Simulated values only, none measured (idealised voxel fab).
Herein follows the process module entitled voxel capacitor over wiring.
Square cell edge 5 nm, section width 140 nm, ID cut.
For the purposes of this document, a cross-section shall be understood as a grid of square cells, specified as bands listed in top-to-bottom order, each band consisting of one or more rows of cells.
Band: top height; bottom height; in nm. Then, left to right: material with width in nm, for each material. "all across": a single material spanning edge to edge. "empty": empty space.
Height 0 is the level under which the wafer as received is all one material. The lowest band goes on downwards, as in "0 down".
The expression "30->40" gives the width at the extremes of the band, the first number at its top row of cells and the second at its bottom row, with the width changing by equal amounts from each row to the next in between.
Any step labelled "remained unchanged" changed none of the cells in the cross-section.
Heads up: "Fully enclosed voids" only lists the empty pockets with no open path to the top that are 8 cells or more, and it writes them as width x height at distance, distance from the left edge, in nm.
Note: text after step settings on the step line = simulator remark on that step.
For masked steps, "overlay nm" on the step line gives how far right of plan the mask actually lay; a minus sign means it lay to the left.

Planned process steps
step 1: RECEIVE with material Si
step 2: CONFORMAL_DEP with material SiO2, thk nm 10
step 3: CONFORMAL_DEP with material SiN, thk nm 5
step 4: DIRECTIONAL_DEP with material SiO2, thk nm 15
step 5: DIRECTIONAL_DEP with material aC, thk nm 10
step 6: PATTERN with tone open, mask id METAL_1, material resist, width nm 25, pitch nm 80, thk nm 25, overlay nm 0
step 7: DIRECTIONAL_ETCH with etch materials aC, depth nm 10
step 8: STRIP with etch materials resist
step 9: DIRECTIONAL_ETCH with etch materials SiO2, depth nm 15
step 10: DIRECTIONAL_ETCH with etch materials SiN, depth nm 5
step 11: STRIP with etch materials aC
step 12: CONFORMAL_DEP with material TiN, thk nm 5
step 13: FILL_DEP with material W, thk nm 10
step 14: CMP with height nm 30
step 15: EPI with material Ru, thk nm 5
step 16: FILL_DEP with material SiCN, thk nm 5
step 17: DIRECTIONAL_DEP with material SiO2, thk nm 20
step 18: DIRECTIONAL_DEP with material aC, thk nm 15
step 19: PATTERN with tone open, mask id PLUG_1, material resist, width nm 15, thk nm 30, overlay nm 0
step 20: DIRECTIONAL_ETCH with etch materials aC, depth nm 15
step 21: STRIP with etch materials resist
step 22: DIRECTIONAL_ETCH with etch materials SiO2, depth nm 20
step 23: DIRECTIONAL_ETCH with etch materials SiCN, depth nm 5
step 24: STRIP with etch materials aC
step 25: EPI with material Ru, thk nm 10
step 26: EPI with material Ru, thk nm 10
step 27: EPI with material Ru, thk nm 5
step 28: DIRECTIONAL_DEP with material TiN, thk nm 10
step 29: DIRECTIONAL_DEP with material SiN, thk nm 5
step 30: DIRECTIONAL_DEP with material TiN, thk nm 10
step 31: DIRECTIONAL_DEP with material aC, thk nm 15
step 32: PATTERN with tone cover, mask id UPPER_PLATE, material resist, width nm 60, thk nm 35, overlay nm 0
step 33: DIRECTIONAL_ETCH with etch materials aC, depth nm 15
step 34: STRIP with etch materials resist
step 35: DIRECTIONAL_ETCH with etch materials TiN, depth nm 10
step 36: DIRECTIONAL_ETCH with etch materials SiN, depth nm 5
step 37: STRIP with etch materials aC
step 38: DIRECTIONAL_DEP with material aC, thk nm 15
step 39: PATTERN with tone cover, mask id LOWER_PLATE, material resist, width nm 70, thk nm 30, overlay nm 0
step 40: DIRECTIONAL_ETCH with etch materials aC, depth nm 15
step 41: STRIP with etch materials resist
step 42: DIRECTIONAL_ETCH with etch materials TiN, depth nm 10
step 43: STRIP with etch materials aC
step 44: FILL_DEP with material SiO2, thk nm 15
step 45: CMP with height nm 95
step 46: DIRECTIONAL_DEP with material aC, thk nm 15
step 47: PATTERN with tone open, mask id PLUG_2, material resist, width nm 15, thk nm 35, overlay nm 0
step 48: DIRECTIONAL_ETCH with etch materials aC, depth nm 15
step 49: STRIP with etch materials resist
step 50: DIRECTIONAL_ETCH with etch materials SiO2, depth nm 10
step 51: STRIP with etch materials aC
step 52: CONFORMAL_DEP with material TiN, thk nm 5
step 53: FILL_DEP with material Cu, thk nm 5
step 54: CMP with height nm 95
step 55: CONFORMAL_DEP with material SiCN, thk nm 5

Run as planned: first of two wafers

The cross-section here shows the wafer as received, i.e. in its state after step 1
> 0 down: Si all across
> Fully enclosed voids: none

The wafer, seen in cross-section, after step 2
> 10 to 0: SiO2 all across
> Heights below 0 show no change.

The wafer, seen in cross-section, after step 3
> 15 to 10: SiN all across
> Heights below 10 show no change.

The wafer, seen in cross-section, after step 4
> 30 to 15: SiO2 all across
> Heights below 15 show no change.

The wafer, seen in cross-section, after step 5
> 40 to 30: aC all across
> Heights below 30 show no change.

The wafer, seen in cross-section, after step 6
> 65 to 40: resist (15) / empty (25) / resist (55) / empty (25) / resist (20)
> Heights below 40 show no change.

The wafer, seen in cross-section, after step 7
> 55 to 40: resist (15) / empty (25) / resist (55) / empty (25) / resist (20)
> 40 to 30: aC (15) / empty (25) / aC (55) / empty (25) / aC (20)
> Heights below 30 show no change.

The wafer, seen in cross-section, after step 8
> 40 to 30: aC (15) / empty (25) / aC (55) / empty (25) / aC (20)
> Heights below 30 show no change.

The wafer, seen in cross-section, after step 9
> 40 to 30: aC (15) / empty (25) / aC (55) / empty (25) / aC (20)
> 30 to 15: SiO2 (15) / empty (25) / SiO2 (55) / empty (25) / SiO2 (20)
> Heights below 15 show no change.

The wafer, seen in cross-section, after step 10
> 40 to 30: aC (15) / empty (25) / aC (55) / empty (25) / aC (20)
> 30 to 15: SiO2 (15) / empty (25) / SiO2 (55) / empty (25) / SiO2 (20)
> 15 to 10: SiN (15) / empty (25) / SiN (55) / empty (25) / SiN (20)
> Heights below 10 show no change.

The wafer, seen in cross-section, after step 11
> 30 to 15: SiO2 (15) / empty (25) / SiO2 (55) / empty (25) / SiO2 (20)
> Heights below 15 show no change.

The wafer, seen in cross-section, after step 12
> 35 to 30: TiN (20) / empty (15) / TiN (65) / empty (15) / TiN (25)
> 30 to 15: SiO2 (15) / TiN (5) / empty (15) / TiN (5) / SiO2 (55) / TiN (5) / empty (15) / TiN (5) / SiO2 (20)
> 15 to 10: SiN (15) / TiN (25) / SiN (55) / TiN (25) / SiN (20)
> Heights below 10 show no change.

The wafer, seen in cross-section, after step 13
> 45 to 35: W all across
> 35 to 30: TiN (20) / W (15) / TiN (65) / W (15) / TiN (25)
> 30 to 15: SiO2 (15) / TiN (5) / W (15) / TiN (5) / SiO2 (55) / TiN (5) / W (15) / TiN (5) / SiO2 (20)
> Heights below 15 show no change.

The wafer, seen in cross-section, after step 14
> 30 to 15: SiO2 (15) / TiN (5) / W (15) / TiN (5) / SiO2 (55) / TiN (5) / W (15) / TiN (5) / SiO2 (20)
> Heights below 15 show no change.

The wafer, seen in cross-section, after step 15
> 35 to 30: empty (10) / Ru (35) / empty (45) / Ru (35) / empty (15)
> Heights below 30 show no change.

The wafer, seen in cross-section, after step 16
> 40 to 35: SiCN all across
> 35 to 30: SiCN (10) / Ru (35) / SiCN (45) / Ru (35) / SiCN (15)
> Heights below 30 show no change.

The wafer, seen in cross-section, after step 17
> 60 to 40: SiO2 all across
> Heights below 40 show no change.

The wafer, seen in cross-section, after step 18
> 75 to 60: aC all across
> Heights below 60 show no change.

The wafer, seen in cross-section, after step 19
> 105 to 75: resist (25) / empty (15) / resist (100)
> Heights below 75 show no change.

The wafer, seen in cross-section, after step 20
> 90 to 75: resist (25) / empty (15) / resist (100)
> 75 to 60: aC (25) / empty (15) / aC (100)
> Heights below 60 show no change.

The wafer, seen in cross-section, after step 21
> 75 to 60: aC (25) / empty (15) / aC (100)
> Heights below 60 show no change.

The wafer, seen in cross-section, after step 22
> 75 to 60: aC (25) / empty (15) / aC (100)
> 60 to 40: SiO2 (25) / empty (15) / SiO2 (100)
> Heights below 40 show no change.

The wafer, seen in cross-section, after step 23
> 75 to 60: aC (25) / empty (15) / aC (100)
> 60 to 40: SiO2 (25) / empty (15) / SiO2 (100)
> 40 to 35: SiCN (25) / empty (15) / SiCN (100)
> Heights below 35 show no change.

The wafer, seen in cross-section, after step 24
> 60 to 40: SiO2 (25) / empty (15) / SiO2 (100)
> Heights below 40 show no change.

The wafer, seen in cross-section, after step 25
> 60 to 45: SiO2 (25) / empty (15) / SiO2 (100)
> 45 to 40: SiO2 (25) / Ru (15) / SiO2 (100)
> 40 to 35: SiCN (25) / Ru (15) / SiCN (100)
> Heights below 35 show no change.

The wafer, seen in cross-section, after step 26
> 60 to 55: SiO2 (25) / empty (15) / SiO2 (100)
> 55 to 40: SiO2 (25) / Ru (15) / SiO2 (100)
> Heights below 40 show no change.

The wafer, seen in cross-section, after step 27
> 60 to 40: SiO2 (25) / Ru (15) / SiO2 (100)
> Heights below 40 show no change.

The wafer, seen in cross-section, after step 28
> 70 to 60: TiN all across
> Heights below 60 show no change.

The wafer, seen in cross-section, after step 29
> 75 to 70: SiN all across
> Heights below 70 show no change.

The wafer, seen in cross-section, after step 30
> 85 to 75: TiN all across
> Heights below 75 show no change.

The wafer, seen in cross-section, after step 31
> 100 to 85: aC all across
> Heights below 85 show no change.

The wafer, seen in cross-section, after step 32
> 135 to 100: empty (25) / resist (60) / empty (55)
> Heights below 100 show no change.

The wafer, seen in cross-section, after step 33
> 120 to 100: empty (25) / resist (60) / empty (55)
> 100 to 85: empty (25) / aC (60) / empty (55)
> Heights below 85 show no change.

The wafer, seen in cross-section, after step 34
> 100 to 85: empty (25) / aC (60) / empty (55)
> Heights below 85 show no change.

The wafer, seen in cross-section, after step 35
> 100 to 85: empty (25) / aC (60) / empty (55)
> 85 to 75: empty (25) / TiN (60) / empty (55)
> Heights below 75 show no change.

The wafer, seen in cross-section, after step 36
> 100 to 85: empty (25) / aC (60) / empty (55)
> 85 to 75: empty (25) / TiN (60) / empty (55)
> 75 to 70: empty (25) / SiN (60) / empty (55)
> Heights below 70 show no change.

The wafer, seen in cross-section, after step 37
> 85 to 75: empty (25) / TiN (60) / empty (55)
> Heights below 75 show no change.

The wafer, seen in cross-section, after step 38
> 100 to 85: empty (25) / aC (60) / empty (55)
> 85 to 75: aC (25) / TiN (60) / aC (55)
> 75 to 70: aC (25) / SiN (60) / aC (55)
> Heights below 70 show no change.

The wafer, seen in cross-section, after step 39
> 130 to 100: empty (20) / resist (70) / empty (50)
> 100 to 85: empty (20) / resist (5) / aC (60) / resist (5) / empty (50)
> Heights below 85 show no change.

The wafer, seen in cross-section, after step 40
> 115 to 100: empty (20) / resist (70) / empty (50)
> 100 to 85: empty (20) / resist (5) / aC (60) / resist (5) / empty (50)
> 85 to 75: empty (20) / aC (5) / TiN (60) / aC (5) / empty (50)
> 75 to 70: empty (20) / aC (5) / SiN (60) / aC (5) / empty (50)
> Heights below 70 show no change.

The wafer, seen in cross-section, after step 41
> 100 to 85: empty (25) / aC (60) / empty (55)
> Heights below 85 show no change.

The wafer, seen in cross-section, after step 42
> 100 to 85: empty (25) / aC (60) / empty (55)
> 85 to 75: empty (20) / aC (5) / TiN (60) / aC (5) / empty (50)
> 75 to 70: empty (20) / aC (5) / SiN (60) / aC (5) / empty (50)
> 70 to 60: empty (20) / TiN (70) / empty (50)
> Heights below 60 show no change.

The wafer, seen in cross-section, after step 43
> 85 to 75: empty (25) / TiN (60) / empty (55)
> 75 to 70: empty (25) / SiN (60) / empty (55)
> Heights below 70 show no change.

The wafer, seen in cross-section, after step 44
> 100 to 85: SiO2 all across
> 85 to 75: SiO2 (25) / TiN (60) / SiO2 (55)
> 75 to 70: SiO2 (25) / SiN (60) / SiO2 (55)
> 70 to 60: SiO2 (20) / TiN (70) / SiO2 (50)
> Heights below 60 show no change.

The wafer, seen in cross-section, after step 45
> 95 to 85: SiO2 all across
> Heights below 85 show no change.

The wafer, seen in cross-section, after step 46
> 110 to 95: aC all across
> Heights below 95 show no change.

The wafer, seen in cross-section, after step 47
> 145 to 110: resist (35) / empty (15) / resist (90)
> Heights below 110 show no change.

The wafer, seen in cross-section, after step 48
> 130 to 110: resist (35) / empty (15) / resist (90)
> 110 to 95: aC (35) / empty (15) / aC (90)
> Heights below 95 show no change.

The wafer, seen in cross-section, after step 49
> 110 to 95: aC (35) / empty (15) / aC (90)
> Heights below 95 show no change.

The wafer, seen in cross-section, after step 50
> 110 to 95: aC (35) / empty (15) / aC (90)
> 95 to 85: SiO2 (35) / empty (15) / SiO2 (90)
> Heights below 85 show no change.

The wafer, seen in cross-section, after step 51
> 95 to 85: SiO2 (35) / empty (15) / SiO2 (90)
> Heights below 85 show no change.

The wafer, seen in cross-section, after step 52
> 100 to 95: TiN (40) / empty (5) / TiN (95)
> 95 to 90: SiO2 (35) / TiN (5) / empty (5) / TiN (5) / SiO2 (90)
> 90 to 85: SiO2 (35) / TiN (15) / SiO2 (90)
> Heights below 85 show no change.

The wafer, seen in cross-section, after step 53
> 105 to 100: Cu all across
> 100 to 95: TiN (40) / Cu (5) / TiN (95)
> 95 to 90: SiO2 (35) / TiN (5) / Cu (5) / TiN (5) / SiO2 (90)
> Heights below 90 show no change.

The wafer, seen in cross-section, after step 54
> 95 to 90: SiO2 (35) / TiN (5) / Cu (5) / TiN (5) / SiO2 (90)
> Heights below 90 show no change.

The wafer, seen in cross-section, after step 55
> 100 to 95: SiCN all across
> Heights below 95 show no change.

The remaining wafer, second of the two, started like the first and was run to the same plan, except that one mistake was made along the way; the two coincide through step 5, inclusive

Second wafer shown in cross-section at the time step 6 was slated to end
> 65 to 40: empty (15) / resist (25) / empty (55) / resist (25) / empty (20)
> Heights below 40 show no change.

Second wafer shown in cross-section at the time step 7 was slated to end
> 55 to 40: empty (15) / resist (25) / empty (55) / resist (25) / empty (20)
> 40 to 30: empty (15) / aC (25) / empty (55) / aC (25) / empty (20)
> Heights below 30 show no change.

Second wafer shown in cross-section at the time step 8 was slated to end
> 40 to 30: empty (15) / aC (25) / empty (55) / aC (25) / empty (20)
> Heights below 30 show no change.

Second wafer shown in cross-section at the time step 9 was slated to end
> 40 to 30: empty (15) / aC (25) / empty (55) / aC (25) / empty (20)
> 30 to 15: empty (15) / SiO2 (25) / empty (55) / SiO2 (25) / empty (20)
> Heights below 15 show no change.

Second wafer shown in cross-section at the time step 10 was slated to end
> 40 to 30: empty (15) / aC (25) / empty (55) / aC (25) / empty (20)
> 30 to 15: empty (15) / SiO2 (25) / empty (55) / SiO2 (25) / empty (20)
> 15 to 10: empty (15) / SiN (25) / empty (55) / SiN (25) / empty (20)
> Heights below 10 show no change.

Second wafer shown in cross-section at the time step 11 was slated to end
> 30 to 15: empty (15) / SiO2 (25) / empty (55) / SiO2 (25) / empty (20)
> Heights below 15 show no change.

Second wafer shown in cross-section at the time step 12 was slated to end
> 35 to 30: empty (10) / TiN (35) / empty (45) / TiN (35) / empty (15)
> 30 to 15: empty (10) / TiN (5) / SiO2 (25) / TiN (5) / empty (45) / TiN (5) / SiO2 (25) / TiN (5) / empty (15)
> 15 to 10: TiN (15) / SiN (25) / TiN (55) / SiN (25) / TiN (20)
> Heights below 10 show no change.

Second wafer shown in cross-section at the time step 13 was slated to end
> 45 to 35: W all across
> 35 to 30: W (10) / TiN (35) / W (45) / TiN (35) / W (15)
> 30 to 15: W (10) / TiN (5) / SiO2 (25) / TiN (5) / W (45) / TiN (5) / SiO2 (25) / TiN (5) / W (15)
> Heights below 15 show no change.

Second wafer shown in cross-section at the time step 14 was slated to end
> 30 to 15: W (10) / TiN (5) / SiO2 (25) / TiN (5) / W (45) / TiN (5) / SiO2 (25) / TiN (5) / W (15)
> Heights below 15 show no change.

Second wafer shown in cross-section at the time step 15 was slated to end
> 35 to 30: Ru (20) / empty (15) / Ru (65) / empty (15) / Ru (25)
> Heights below 30 show no change.

Second wafer shown in cross-section at the time step 16 was slated to end
> 40 to 35: SiCN all across
> 35 to 30: Ru (20) / SiCN (15) / Ru (65) / SiCN (15) / Ru (25)
> Heights below 30 show no change.

Second wafer shown in cross-section at the time step 17 was slated to end
> 60 to 40: SiO2 all across
> Heights below 40 show no change.

Second wafer shown in cross-section at the time step 18 was slated to end
> 75 to 60: aC all across
> Heights below 60 show no change.

Second wafer shown in cross-section at the time step 19 was slated to end
> 105 to 75: resist (25) / empty (15) / resist (100)
> Heights below 75 show no change.

Second wafer shown in cross-section at the time step 20 was slated to end
> 90 to 75: resist (25) / empty (15) / resist (100)
> 75 to 60: aC (25) / empty (15) / aC (100)
> Heights below 60 show no change.

Second wafer shown in cross-section at the time step 21 was slated to end
> 75 to 60: aC (25) / empty (15) / aC (100)
> Heights below 60 show no change.

Second wafer shown in cross-section at the time step 22 was slated to end
> 75 to 60: aC (25) / empty (15) / aC (100)
> 60 to 40: SiO2 (25) / empty (15) / SiO2 (100)
> Heights below 40 show no change.

Second wafer shown in cross-section at the time step 23 was slated to end
> 75 to 60: aC (25) / empty (15) / aC (100)
> 60 to 40: SiO2 (25) / empty (15) / SiO2 (100)
> 40 to 35: SiCN (25) / empty (15) / SiCN (100)
> Heights below 35 show no change.

Second wafer shown in cross-section at the time step 24 was slated to end
> 60 to 40: SiO2 (25) / empty (15) / SiO2 (100)
> Heights below 40 show no change.

Second wafer shown in cross-section at the time step 25 was slated to end
> 60 to 45: SiO2 (25) / empty (15) / SiO2 (100)
> 45 to 40: SiO2 (25) / Ru (15) / SiO2 (100)
> 40 to 35: SiCN (25) / Ru (15) / SiCN (100)
> Heights below 35 show no change.

Second wafer shown in cross-section at the time step 26 was slated to end
> 60 to 55: SiO2 (25) / empty (15) / SiO2 (100)
> 55 to 40: SiO2 (25) / Ru (15) / SiO2 (100)
> Heights below 40 show no change.

Second wafer shown in cross-section at the time step 27 was slated to end
> 60 to 40: SiO2 (25) / Ru (15) / SiO2 (100)
> Heights below 40 show no change.

Second wafer shown in cross-section at the time step 28 was slated to end
> 70 to 60: TiN all across
> Heights below 60 show no change.

Second wafer shown in cross-section at the time step 29 was slated to end
> 75 to 70: SiN all across
> Heights below 70 show no change.

Second wafer shown in cross-section at the time step 30 was slated to end
> 85 to 75: TiN all across
> Heights below 75 show no change.

Second wafer shown in cross-section at the time step 31 was slated to end
> 100 to 85: aC all across
> Heights below 85 show no change.

Second wafer shown in cross-section at the time step 32 was slated to end
> 135 to 100: empty (25) / resist (60) / empty (55)
> Heights below 100 show no change.

Second wafer shown in cross-section at the time step 33 was slated to end
> 120 to 100: empty (25) / resist (60) / empty (55)
> 100 to 85: empty (25) / aC (60) / empty (55)
> Heights below 85 show no change.

Second wafer shown in cross-section at the time step 34 was slated to end
> 100 to 85: empty (25) / aC (60) / empty (55)
> Heights below 85 show no change.

Second wafer shown in cross-section at the time step 35 was slated to end
> 100 to 85: empty (25) / aC (60) / empty (55)
> 85 to 75: empty (25) / TiN (60) / empty (55)
> Heights below 75 show no change.

Second wafer shown in cross-section at the time step 36 was slated to end
> 100 to 85: empty (25) / aC (60) / empty (55)
> 85 to 75: empty (25) / TiN (60) / empty (55)
> 75 to 70: empty (25) / SiN (60) / empty (55)
> Heights below 70 show no change.

Second wafer shown in cross-section at the time step 37 was slated to end
> 85 to 75: empty (25) / TiN (60) / empty (55)
> Heights below 75 show no change.

Second wafer shown in cross-section at the time step 38 was slated to end
> 100 to 85: empty (25) / aC (60) / empty (55)
> 85 to 75: aC (25) / TiN (60) / aC (55)
> 75 to 70: aC (25) / SiN (60) / aC (55)
> Heights below 70 show no change.

Second wafer shown in cross-section at the time step 39 was slated to end
> 130 to 100: empty (20) / resist (70) / empty (50)
> 100 to 85: empty (20) / resist (5) / aC (60) / resist (5) / empty (50)
> Heights below 85 show no change.

Second wafer shown in cross-section at the time step 40 was slated to end
> 115 to 100: empty (20) / resist (70) / empty (50)
> 100 to 85: empty (20) / resist (5) / aC (60) / resist (5) / empty (50)
> 85 to 75: empty (20) / aC (5) / TiN (60) / aC (5) / empty (50)
> 75 to 70: empty (20) / aC (5) / SiN (60) / aC (5) / empty (50)
> Heights below 70 show no change.

Second wafer shown in cross-section at the time step 41 was slated to end
> 100 to 85: empty (25) / aC (60) / empty (55)
> Heights below 85 show no change.

Second wafer shown in cross-section at the time step 42 was slated to end
> 100 to 85: empty (25) / aC (60) / empty (55)
> 85 to 75: empty (20) / aC (5) / TiN (60) / aC (5) / empty (50)
> 75 to 70: empty (20) / aC (5) / SiN (60) / aC (5) / empty (50)
> 70 to 60: empty (20) / TiN (70) / empty (50)
> Heights below 60 show no change.

Second wafer shown in cross-section at the time step 43 was slated to end
> 85 to 75: empty (25) / TiN (60) / empty (55)
> 75 to 70: empty (25) / SiN (60) / empty (55)
> Heights below 70 show no change.

Second wafer shown in cross-section at the time step 44 was slated to end
> 100 to 85: SiO2 all across
> 85 to 75: SiO2 (25) / TiN (60) / SiO2 (55)
> 75 to 70: SiO2 (25) / SiN (60) / SiO2 (55)
> 70 to 60: SiO2 (20) / TiN (70) / SiO2 (50)
> Heights below 60 show no change.

Second wafer shown in cross-section at the time step 45 was slated to end
> 95 to 85: SiO2 all across
> Heights below 85 show no change.

Second wafer shown in cross-section at the time step 46 was slated to end
> 110 to 95: aC all across
> Heights below 95 show no change.

Second wafer shown in cross-section at the time step 47 was slated to end
> 145 to 110: resist (35) / empty (15) / resist (90)
> Heights below 110 show no change.

Second wafer shown in cross-section at the time step 48 was slated to end
> 130 to 110: resist (35) / empty (15) / resist (90)
> 110 to 95: aC (35) / empty (15) / aC (90)
> Heights below 95 show no change.

Second wafer shown in cross-section at the time step 49 was slated to end
> 110 to 95: aC (35) / empty (15) / aC (90)
> Heights below 95 show no change.

Second wafer shown in cross-section at the time step 50 was slated to end
> 110 to 95: aC (35) / empty (15) / aC (90)
> 95 to 85: SiO2 (35) / empty (15) / SiO2 (90)
> Heights below 85 show no change.

Second wafer shown in cross-section at the time step 51 was slated to end
> 95 to 85: SiO2 (35) / empty (15) / SiO2 (90)
> Heights below 85 show no change.

Second wafer shown in cross-section at the time step 52 was slated to end
> 100 to 95: TiN (40) / empty (5) / TiN (95)
> 95 to 90: SiO2 (35) / TiN (5) / empty (5) / TiN (5) / SiO2 (90)
> 90 to 85: SiO2 (35) / TiN (15) / SiO2 (90)
> Heights below 85 show no change.

Second wafer shown in cross-section at the time step 53 was slated to end
> 105 to 100: Cu all across
> 100 to 95: TiN (40) / Cu (5) / TiN (95)
> 95 to 90: SiO2 (35) / TiN (5) / Cu (5) / TiN (5) / SiO2 (90)
> Heights below 90 show no change.

Second wafer shown in cross-section at the time step 54 was slated to end
> 95 to 90: SiO2 (35) / TiN (5) / Cu (5) / TiN (5) / SiO2 (90)
> Heights below 90 show no change.

Second wafer shown in cross-section at the time step 55 was slated to end
> 100 to 95: SiCN all across
> Heights below 95 show no change.
Error vs. plan: planned and actual differ for step 6; actual: PATTERN with tone cover, mask id METAL_1, material resist, width nm 25, pitch nm 80, thk nm 25, overlay nm 0
Cell-count delta at end, second wafer over first, by material: Ru: 8 more; SiCN: 8 fewer; SiN: 8 fewer; SiO2: 24 fewer; TiN: 8 more; W: 24 more
